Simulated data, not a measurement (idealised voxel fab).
Proc. module: voxel capacitor over wiring
It is cross-section cut that appears here, measuring 280 nm in width, its square cells being 5 nm in size.
Think of the cross-section as a grid of square cells. We describe it in bands, top to bottom, and each band covers one or more rows of those cells.
Basically the band line says how high the top is and how high the bottom is, in nm, and then what's in it from left to right, every material with its width in nm. Empty space shows up as "empty", and if a single material carries "everywhere" it runs the full band edge to edge.
Height is counted from the level 0, under which the received wafer is composed throughout of one material. The lowest of the bands is not closed at the bottom but continues downward, in the notation "0 down".
Per-row width for "30->40": begins at first number (top row of band), ends at second number (bottom row), increment between rows held constant.
A step reported as "nothing got changed" is a step in which no cell of the cross-section changed.
Entry "Unvented cavities". Content: empty spaces with no open connection to the top, size 8 cells or greater. Each: width x height at distance. Distance: from left edge. Unit: nm.
What comes after the settings on a step's line is commentary from the simulator itself on that step.
overlay nm: where the mask lay relative to plan, measured to the right, on steps with a mask; negatives go left.
# Here's what the planned process steps look like
1) RECEIVE | material Si
2) CONFORMAL_DEP | material SiO2 | thk nm 15
3) CONFORMAL_DEP | material SiCN | thk nm 5
4) DIRECTIONAL_DEP | material lowk | thk nm 15
5) MASKED_ETCH | tone open | mask id METAL_1 | width nm 25 | pitch nm 90 | etch materials lowk | depth nm 15 | overlay nm 0
6) MASKED_ETCH | tone open | mask id METAL_1 | width nm 25 | pitch nm 90 | etch materials SiCN | depth nm 5 | overlay nm 0
7) CONFORMAL_DEP | material TiN | thk nm 5
8) FILL_DEP | material Cu | thk nm 5
9) CMP | height nm 35
10) CONFORMAL_DEP | material SiCN | thk nm 5
11) DIRECTIONAL_DEP | material SiO2 | thk nm 20
12) MASKED_ETCH | tone open | mask id PLUG_1 | width nm 15 | etch materials SiO2 | depth nm 20 | overlay nm 0
13) MASKED_ETCH | tone open | mask id PLUG_1 | width nm 15 | etch materials SiCN | depth nm 5 | overlay nm 0
14) EPI | material Ru | thk nm 10
15) EPI | material Ru | thk nm 10
16) EPI | material Ru | thk nm 5
17) DIRECTIONAL_DEP | material TiN | thk nm 10
18) DIRECTIONAL_DEP | material Al2O3 | thk nm 5
19) DIRECTIONAL_DEP | material TiN | thk nm 5
20) PATTERN | tone cover | mask id UPPER_PLATE | material resist | width nm 70 | thk nm 15 | overlay nm 0
21) DIRECTIONAL_ETCH | etch materials TiN | depth nm 5
22) DIRECTIONAL_ETCH | etch materials Al2O3 | depth nm 5
23) STRIP | etch materials resist
24) MASKED_ETCH | tone cover | mask id LOWER_PLATE | width nm 80 | etch materials TiN | depth nm 10 | overlay nm 0
25) FILL_DEP | material SiO2 | thk nm 20
26) CMP | height nm 95
27) PATTERN | tone open | mask id PLUG_2 | material resist | width nm 15 | thk nm 20 | overlay nm 0
28) DIRECTIONAL_ETCH | etch materials SiO2 | depth nm 15
29) STRIP | etch materials resist
30) CONFORMAL_DEP | material TiN | thk nm 5
31) FILL_DEP | material W | thk nm 10
32) CMP | height nm 95
33) CONFORMAL_DEP | material SiCN | thk nm 5
# Cross-section of the incoming wafer, state after step 1
0 down: Si everywhere
Unvented cavities: none
# The first of two wafers, cross-sectioned at the end of the module, with the run proceeding as planned
100 to 95: SiCN everywhere
95 to 85: SiO2: 100, TiN: 5, W: 5, TiN: 5, SiO2: 165
85 to 75: SiO2: 100->90, TiN: 15->70, SiO2: 165->120
75 to 70: SiO2: 90, Al2O3: 70, SiO2: 120
70 to 60: SiO2: 85, TiN: 80, SiO2: 115
60 to 40: SiO2: 90, Ru: 15, SiO2: 175
40 to 35: SiCN: 90, Ru: 15, SiCN: 175
35 to 20: lowk: 80, TiN: 5, Cu: 15, TiN: 5, lowk: 65, TiN: 5, Cu: 15, TiN: 5, lowk: 85
20 to 15: SiCN: 80, TiN: 25, SiCN: 65, TiN: 25, SiCN: 85
15 to 0: SiO2 everywhere
0 down: Si everywhere
Unvented cavities: none
# Wafer two cross-section, module end. Start and plan unchanged from wafer one; one mistake made during the run
100 to 95: SiCN everywhere
95 to 85: SiO2: 100->90, TiN: 15->25, SiO2: 165
85 to 80: SiO2: 90, Al2O3: 25, SiO2: 165
80 to 75: SiO2: 85, TiN: 75, SiO2: 120
75 to 70: SiO2: 85, TiN: 30, Al2O3: 45, SiO2: 120
70 to 60: SiO2: 80, Ru: 35, TiN: 50, SiO2: 115
60 to 40: SiO2: 90, Ru: 15, SiO2: 175
40 to 35: SiCN: 90, Ru: 15, SiCN: 175
35 to 20: lowk: 80, TiN: 5, Cu: 15, TiN: 5, lowk: 65, TiN: 5, Cu: 15, TiN: 5, lowk: 85
20 to 15: SiCN: 80, TiN: 25, SiCN: 65, TiN: 25, SiCN: 85
15 to 0: SiO2 everywhere
0 down: Si everywhere
Unvented cavities: none
Plan not followed: step run twice: one of 14 and 15 (identical), unknown which
The final cell counts differ between the wafers, with the second having more or fewer of some materials than the first: Ru +14 | SiO2 -8 | TiN -4 | W -2
